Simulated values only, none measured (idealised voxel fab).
Module name: voxel capacitor over wiring (process module)
The figure presents cross-section cut, which has a width of 220 nm and is divided into square cells with an edge length of 5 nm.
When this document writes out a cross-section, it uses a grid of square cells and lists it as bands, beginning at the top and moving down, with a band standing for one or more rows of cells. Per band: top height and bottom height in nm, followed by the left-to-right materials and their widths in nm; "throughout" marks a single material spanning edge to edge, "air" marks empty space. Note: height 0 marks the level under which the wafer is uniformly one material as received. Lowest band unbounded below, written "top 0, no bottom". Graded width ("30 to 40"): value in top row of band = first number; value in bottom row = second number; row-to-row change constant. "no modification" -> step changed no cross-section cell. Empty spaces counting at least 8 cells and having no open way to the top are listed in "Enclosed cavity list". The notation width x height at distance is used for each, the distance being from the left edge and all three values in nm. Note: text after step settings on the step line = simulator remark on that step. overlay nm: mask right of planned place by this much (step with mask). Neg. = left.
STEPS IN THE PROCESS PLAN
1. RECEIVE: material Si
2. CONFORMAL_DEP: material SiO2, thk nm 15
3. CONFORMAL_DEP: material SiN, thk nm 5
4. DIRECTIONAL_DEP: material SiO2, thk nm 15
5. DIRECTIONAL_DEP: material aC, thk nm 10
6. PATTERN: tone open, mask id METAL_1, material resist, width nm 25, pitch nm 95, thk nm 30, overlay nm 0
7. DIRECTIONAL_ETCH: etch materials aC, depth nm 10
8. STRIP: etch materials resist
9. DIRECTIONAL_ETCH: etch materials SiO2, depth nm 15
10. DIRECTIONAL_ETCH: etch materials SiN, depth nm 5
11. STRIP: etch materials aC
12. CONFORMAL_DEP: material TiN, thk nm 5
13. FILL_DEP: material W, thk nm 10
14. CMP: height nm 35
15. CONFORMAL_DEP: material SiCN, thk nm 5
16. DIRECTIONAL_DEP: material lowk, thk nm 15
17. MASKED_ETCH: tone open, mask id PLUG_1, width nm 15, etch materials lowk, depth nm 15, overlay nm 0
18. MASKED_ETCH: tone open, mask id PLUG_1, width nm 15, etch materials SiCN, depth nm 5, overlay nm 0
19. EPI: material Ru, thk nm 10
20. EPI: material Ru, thk nm 10
21. DIRECTIONAL_DEP: material TiN, thk nm 5
22. DIRECTIONAL_DEP: material HfO2, thk nm 5
23. DIRECTIONAL_DEP: material TiN, thk nm 5
24. DIRECTIONAL_DEP: material aC, thk nm 10
25. PATTERN: tone cover, mask id UPPER_PLATE, material resist, width nm 75, thk nm 30, overlay nm 0
26. DIRECTIONAL_ETCH: etch materials aC, depth nm 10
27. STRIP: etch materials resist
28. DIRECTIONAL_ETCH: etch materials TiN, depth nm 5
29. DIRECTIONAL_ETCH: etch materials HfO2, depth nm 5
30. STRIP: etch materials aC
31. PATTERN: tone cover, mask id LOWER_PLATE, material resist, width nm 85, thk nm 15, overlay nm 0
32. DIRECTIONAL_ETCH: etch materials TiN, depth nm 5
33. STRIP: etch materials resist
34. FILL_DEP: material SiO2, thk nm 20
35. CMP: height nm 85
36. DIRECTIONAL_DEP: material aC, thk nm 10
37. PATTERN: tone open, mask id PLUG_2, material resist, width nm 15, thk nm 30, overlay nm 0
38. DIRECTIONAL_ETCH: etch materials aC, depth nm 10
39. STRIP: etch materials resist
40. DIRECTIONAL_ETCH: etch materials SiO2, depth nm 15
41. STRIP: etch materials aC
42. CONFORMAL_DEP: material TiN, thk nm 5
43. FILL_DEP: material Cu, thk nm 10
44. CMP: height nm 85
45. CONFORMAL_DEP: material SiCN, thk nm 5
CROSS-SECTIONAL VIEW OF THE WAFER IN ITS AS-RECEIVED CONDITION, CORRESPONDING TO THE STATE AFTER STEP 1
  top 0, no bottom  Si throughout
  Enclosed cavity list: none
THE MODULE WAS RUN FROM THE START SHOWN ABOVE USING THE PLAN SHOWN ABOVE, BUT ONE MISTAKE WAS MADE DOING IT; THE RESULTING WAFER CROSS-SECTION IS BELOW
  top 90, bottom 85  SiCN throughout
  top 85, bottom 75  SiO2 (70) / TiN (5) / Cu (5) / TiN (5) / SiO2 (135)
  top 75, bottom 70  SiO2 (70) / TiN (15) / SiO2 (135)
  top 70, bottom 65  SiO2 (60) / HfO2 (75) / SiO2 (85)
  top 65, bottom 60  SiO2 (55) / TiN (85) / SiO2 (80)
  top 60, bottom 55  TiN throughout
  top 55, bottom 40  lowk (60) / Ru (15) / lowk (145)
  top 40, bottom 35  SiCN (60) / Ru (15) / SiCN (145)
  top 35, bottom 20  SiO2 (50) / TiN (5) / W (15) / TiN (5) / SiO2 (70) / TiN (5) / W (15) / TiN (5) / SiO2 (50)
  top 20, bottom 15  SiN (50) / TiN (25) / SiN (70) / TiN (25) / SiN (50)
  top 15, bottom 0  SiO2 throughout
  top 0, no bottom  Si throughout
  Enclosed cavity list: none
The mistake made against the process plan was this: order of steps 22 and 23 inverted relative to the plan
